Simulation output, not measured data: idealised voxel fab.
process module | voxel wiring stack
275 nm wide, 5 nm square cells: that's cross-section cut.
We lay out every cross-section as a grid of square cells and spell it out in bands from the top down, where one band means one or more rows of cells.
Read a band's entry like this: the first values are the height of its top and the height of its bottom in nm, and what follows is the sequence of materials from left to right, each with its width in nm. Note that "empty" is empty space, and that a single material marked "everywhere" reaches across the band from edge to edge.
Where do heights start? At 0: under that level the wafer as delivered is made of one material only. And the lowest band has no floor; it just carries on downward, as in "0 and below".
It should be noted that a width expressed as "30..40" varies in equal increments from row to row of cells within the band, taking the value of the first number at the top row and that of the second number at the bottom row.
Basically "everything unchanged" means that step didn't change any cell in the cross-section.
"Sealed void inventory": empty spaces of 8 cells or more with no open way to the top, each given as width x height at distance, distance from the left edge, all in nm.
Step line, after settings: the simulator's comment on this step.
overlay nm: mask right of planned place by this much (step with mask). Neg. = left.
## Process steps - plan
step 1: RECEIVE [material Si]
step 2: CONFORMAL_DEP [material SiO2] [thk nm 15]
step 3: DIRECTIONAL_DEP [material TiN] [thk nm 5]
step 4: DIRECTIONAL_DEP [material W] [thk nm 25]
step 5: DIRECTIONAL_DEP [material aC] [thk nm 10]
step 6: PATTERN [tone cover] [mask id METAL_1] [material resist] [width nm 25] [pitch nm 55] [thk nm 30] [overlay nm 0]
step 7: DIRECTIONAL_ETCH [etch materials aC] [depth nm 10]
step 8: STRIP [etch materials resist]
step 9: DIRECTIONAL_ETCH [etch materials W] [depth nm 25]
step 10: DIRECTIONAL_ETCH [etch materials TiN] [depth nm 5]
step 11: STRIP [etch materials aC]
step 12: FILL_DEP [material SiO2] [thk nm 5]
step 13: CMP [height nm 45]
step 14: CONFORMAL_DEP [material SiCN] [thk nm 5]
step 15: DIRECTIONAL_DEP [material SiO2] [thk nm 15]
step 16: DIRECTIONAL_DEP [material aC] [thk nm 15]
step 17: PATTERN [tone open] [mask id PLUG_1] [material resist] [width nm 15] [pitch nm 110] [thk nm 35] [overlay nm 0]
step 18: DIRECTIONAL_ETCH [etch materials aC] [depth nm 15]
step 19: STRIP [etch materials resist]
step 20: DIRECTIONAL_ETCH [etch materials SiO2] [depth nm 15]
step 21: DIRECTIONAL_ETCH [etch materials SiCN] [depth nm 5]
step 22: STRIP [etch materials aC]
step 23: CONFORMAL_DEP [material TiN] [thk nm 5]
step 24: FILL_DEP [material Cu] [thk nm 10]
step 25: CMP [height nm 65]
step 26: DIRECTIONAL_DEP [material TiN] [thk nm 5]
step 27: DIRECTIONAL_DEP [material W] [thk nm 15]
step 28: PATTERN [tone cover] [mask id METAL_2] [material resist] [width nm 25] [pitch nm 55] [thk nm 20] [overlay nm 0]
step 29: DIRECTIONAL_ETCH [etch materials W] [depth nm 15]
step 30: DIRECTIONAL_ETCH [etch materials TiN] [depth nm 5]
step 31: STRIP [etch materials resist]
step 32: CONFORMAL_DEP [material SiCN] [thk nm 5]
step 33: FILL_DEP [material SiO2] [thk nm 10]
step 34: CMP [height nm 85]
step 35: CONFORMAL_DEP [material SiCN] [thk nm 5]
step 36: DIRECTIONAL_DEP [material SiO2] [thk nm 25]
step 37: PATTERN [tone open] [mask id METAL_3] [material resist] [width nm 25] [pitch nm 55] [thk nm 20] [overlay nm 0]
step 38: DIRECTIONAL_ETCH [etch materials SiO2] [depth nm 15]
step 39: STRIP [etch materials resist]
step 40: PATTERN [tone open] [mask id METAL_3_HOLES] [material resist] [width nm 15] [pitch nm 55] [thk nm 20] [overlay nm 0]
step 41: DIRECTIONAL_ETCH [etch materials SiO2] [depth nm 10]
step 42: DIRECTIONAL_ETCH [etch materials SiCN] [depth nm 5]
step 43: STRIP [etch materials resist]
step 44: CONFORMAL_DEP [material TiN] [thk nm 5]
step 45: FILL_DEP [material Ru] [thk nm 5]
step 46: CMP [height nm 115]
step 47: CONFORMAL_DEP [material SiCN] [thk nm 5]
step 48: DIRECTIONAL_DEP [material lowk] [thk nm 30]
step 49: DIRECTIONAL_DEP [material aC] [thk nm 15]
step 50: PATTERN [tone open] [mask id METAL_4] [material resist] [width nm 25] [pitch nm 55] [thk nm 35] [overlay nm 0]
step 51: DIRECTIONAL_ETCH [etch materials aC] [depth nm 15]
step 52: STRIP [etch materials resist]
step 53: DIRECTIONAL_ETCH [etch materials lowk] [depth nm 15]
step 54: STRIP [etch materials aC]
step 55: DIRECTIONAL_DEP [material aC] [thk nm 10]
step 56: PATTERN [tone open] [mask id METAL_4_HOLES] [material resist] [width nm 15] [pitch nm 55] [thk nm 25] [overlay nm 0]
step 57: DIRECTIONAL_ETCH [etch materials aC] [depth nm 10]
step 58: STRIP [etch materials resist]
step 59: DIRECTIONAL_ETCH [etch materials lowk] [depth nm 15]
step 60: DIRECTIONAL_ETCH [etch materials SiCN] [depth nm 5]
step 61: STRIP [etch materials aC]
step 62: CONFORMAL_DEP [material TiN] [thk nm 5]
step 63: FILL_DEP [material Cu] [thk nm 10]
step 64: CMP [height nm 150]
step 65: CONFORMAL_DEP [material SiN] [thk nm 5]
## Cross-section, incoming material, after step 1
  0 and below  Si everywhere
  Sealed void inventory: none
## Sectioned view, first of two wafers, at the close of the module, processed as intended in the plan
  155 down to 150  SiN everywhere
  150 down to 140  40 nm lowk, 5 nm TiN, 15 nm Cu, 5 nm TiN, 30 nm lowk, 5 nm TiN, 15 nm Cu, 5 nm TiN, 30 nm lowk, 5 nm TiN, 15 nm Cu, 5 nm TiN, 30 nm lowk, 5 nm TiN, 15 nm Cu, 5 nm TiN, 45 nm lowk
  140 down to 135  40 nm lowk, 5 nm TiN, 5 nm Cu, 15 nm TiN, 30 nm lowk, 5 nm TiN, 5 nm Cu, 15 nm TiN, 30 nm lowk, 5 nm TiN, 5 nm Cu, 15 nm TiN, 30 nm lowk, 5 nm TiN, 5 nm Cu, 15 nm TiN, 45 nm lowk
  135 down to 120  40 nm lowk, 5 nm TiN, 5 nm Cu, 5 nm TiN, 40 nm lowk, 5 nm TiN, 5 nm Cu, 5 nm TiN, 40 nm lowk, 5 nm TiN, 5 nm Cu, 5 nm TiN, 40 nm lowk, 5 nm TiN, 5 nm Cu, 5 nm TiN, 55 nm lowk
  120 down to 115  40 nm SiCN, 15 nm TiN, 40 nm SiCN, 15 nm TiN, 40 nm SiCN, 15 nm TiN, 40 nm SiCN, 15 nm TiN, 55 nm SiCN
  115 down to 105  40 nm SiO2, 5 nm TiN, 15 nm Ru, 5 nm TiN, 30 nm SiO2, 5 nm TiN, 15 nm Ru, 5 nm TiN, 30 nm SiO2, 5 nm TiN, 15 nm Ru, 5 nm TiN, 30 nm SiO2, 5 nm TiN, 15 nm Ru, 5 nm TiN, 45 nm SiO2
  105 down to 100  40 nm SiO2, 5 nm TiN, 5 nm Ru, 15 nm TiN, 30 nm SiO2, 5 nm TiN, 5 nm Ru, 15 nm TiN, 30 nm SiO2, 5 nm TiN, 5 nm Ru, 15 nm TiN, 30 nm SiO2, 5 nm TiN, 5 nm Ru, 15 nm TiN, 45 nm SiO2
  100 down to 90  40 nm SiO2, 5 nm TiN, 5 nm Ru, 5 nm TiN, 40 nm SiO2, 5 nm TiN, 5 nm Ru, 5 nm TiN, 40 nm SiO2, 5 nm TiN, 5 nm Ru, 5 nm TiN, 40 nm SiO2, 5 nm TiN, 5 nm Ru, 5 nm TiN, 55 nm SiO2
  90 down to 85  40 nm SiCN, 15 nm TiN, 40 nm SiCN, 15 nm TiN, 40 nm SiCN, 15 nm TiN, 40 nm SiCN, 15 nm TiN, 55 nm SiCN
  85 down to 70  35 nm SiO2, 5 nm SiCN, 25 nm W, 5 nm SiCN, 20 nm SiO2, 5 nm SiCN, 25 nm W, 5 nm SiCN, 20 nm SiO2, 5 nm SiCN, 25 nm W, 5 nm SiCN, 20 nm SiO2, 5 nm SiCN, 25 nm W, 5 nm SiCN, 40 nm SiO2
  70 down to 65  40 nm SiCN, 25 nm TiN, 30 nm SiCN, 25 nm TiN, 30 nm SiCN, 25 nm TiN, 30 nm SiCN, 25 nm TiN, 45 nm SiCN
  65 down to 50  40 nm SiO2, 5 nm TiN, 5 nm Cu, 5 nm TiN, 95 nm SiO2, 5 nm TiN, 5 nm Cu, 5 nm TiN, 110 nm SiO2
  50 down to 45  40 nm SiCN, 15 nm TiN, 95 nm SiCN, 15 nm TiN, 110 nm SiCN
  45 down to 20  40 nm SiO2, 25 nm W, 30 nm SiO2, 25 nm W, 30 nm SiO2, 25 nm W, 30 nm SiO2, 25 nm W, 45 nm SiO2
  20 down to 15  40 nm SiO2, 25 nm TiN, 30 nm SiO2, 25 nm TiN, 30 nm SiO2, 25 nm TiN, 30 nm SiO2, 25 nm TiN, 45 nm SiO2
  15 down to 0  SiO2 everywhere
  0 and below  Si everywhere
  Sealed void inventory: none
## The second wafer, shown in cross-section after the module: started the same way as the first and given the same plan, yet one mistake crept into how it was run
  155 down to 150  SiN everywhere
  150 down to 140  40 nm lowk, 5 nm TiN, 15 nm Cu, 5 nm TiN, 30 nm lowk, 5 nm TiN, 15 nm Cu, 5 nm TiN, 30 nm lowk, 5 nm TiN, 15 nm Cu, 5 nm TiN, 30 nm lowk, 5 nm TiN, 15 nm Cu, 5 nm TiN, 45 nm lowk
  140 down to 135  40 nm lowk, 5 nm TiN, 5 nm Cu, 15 nm TiN, 30 nm lowk, 5 nm TiN, 5 nm Cu, 15 nm TiN, 30 nm lowk, 5 nm TiN, 5 nm Cu, 15 nm TiN, 30 nm lowk, 5 nm TiN, 5 nm Cu, 15 nm TiN, 45 nm lowk
  135 down to 120  40 nm lowk, 5 nm TiN, 5 nm Cu, 5 nm TiN, 40 nm lowk, 5 nm TiN, 5 nm Cu, 5 nm TiN, 40 nm lowk, 5 nm TiN, 5 nm Cu, 5 nm TiN, 40 nm lowk, 5 nm TiN, 5 nm Cu, 5 nm TiN, 55 nm lowk
  120 down to 115  40 nm SiCN, 15 nm TiN, 40 nm SiCN, 15 nm TiN, 40 nm SiCN, 15 nm TiN, 40 nm SiCN, 15 nm TiN, 55 nm SiCN
  115 down to 105  40 nm SiO2, 5 nm TiN, 15 nm Ru, 5 nm TiN, 30 nm SiO2, 5 nm TiN, 15 nm Ru, 5 nm TiN, 30 nm SiO2, 5 nm TiN, 15 nm Ru, 5 nm TiN, 30 nm SiO2, 5 nm TiN, 15 nm Ru, 5 nm TiN, 45 nm SiO2
  105 down to 100  40 nm SiO2, 5 nm TiN, 5 nm Ru, 15 nm TiN, 30 nm SiO2, 5 nm TiN, 5 nm Ru, 15 nm TiN, 30 nm SiO2, 5 nm TiN, 5 nm Ru, 15 nm TiN, 30 nm SiO2, 5 nm TiN, 5 nm Ru, 15 nm TiN, 45 nm SiO2
  100 down to 90  40 nm SiO2, 5 nm TiN, 5 nm Ru, 5 nm TiN, 40 nm SiO2, 5 nm TiN, 5 nm Ru, 5 nm TiN, 40 nm SiO2, 5 nm TiN, 5 nm Ru, 5 nm TiN, 40 nm SiO2, 5 nm TiN, 5 nm Ru, 5 nm TiN, 55 nm SiO2
  90 down to 85  40 nm SiCN, 15 nm TiN, 40 nm SiCN, 15 nm TiN, 40 nm SiCN, 15 nm TiN, 40 nm SiCN, 15 nm TiN, 55 nm SiCN
  85 down to 70  35 nm SiO2, 5 nm SiCN, 25 nm W, 5 nm SiCN, 20 nm SiO2, 5 nm SiCN, 25 nm W, 5 nm SiCN, 20 nm SiO2, 5 nm SiCN, 25 nm W, 5 nm SiCN, 20 nm SiO2, 5 nm SiCN, 25 nm W, 5 nm SiCN, 40 nm SiO2
  70 down to 65  40 nm SiCN, 25 nm TiN, 30 nm SiCN, 25 nm TiN, 30 nm SiCN, 25 nm TiN, 30 nm SiCN, 25 nm TiN, 45 nm SiCN
  65 down to 50  40 nm SiO2, 5 nm TiN, 5 nm Cu, 5 nm TiN, 95 nm SiO2, 5 nm TiN, 5 nm Cu, 5 nm TiN, 110 nm SiO2
  50 down to 45  40 nm SiCN, 15 nm TiN, 95 nm SiCN, 15 nm TiN, 110 nm SiCN
  45 down to 40  SiO2 everywhere
  40 down to 15  40 nm SiO2, 25 nm W, 30 nm SiO2, 25 nm W, 30 nm SiO2, 25 nm W, 30 nm SiO2, 25 nm W, 45 nm SiO2
  15 down to 0  SiO2 everywhere
  0 and below  Si everywhere
  Sealed void inventory: none
What was done differently from what was planned? execution of step 3 of the plan did not take place, the step having been omitted
Upon completion, the second wafer contains, in terms of cells, a greater or smaller amount of certain materials than the first wafer: SiO2: 20 more | TiN: 20 fewer
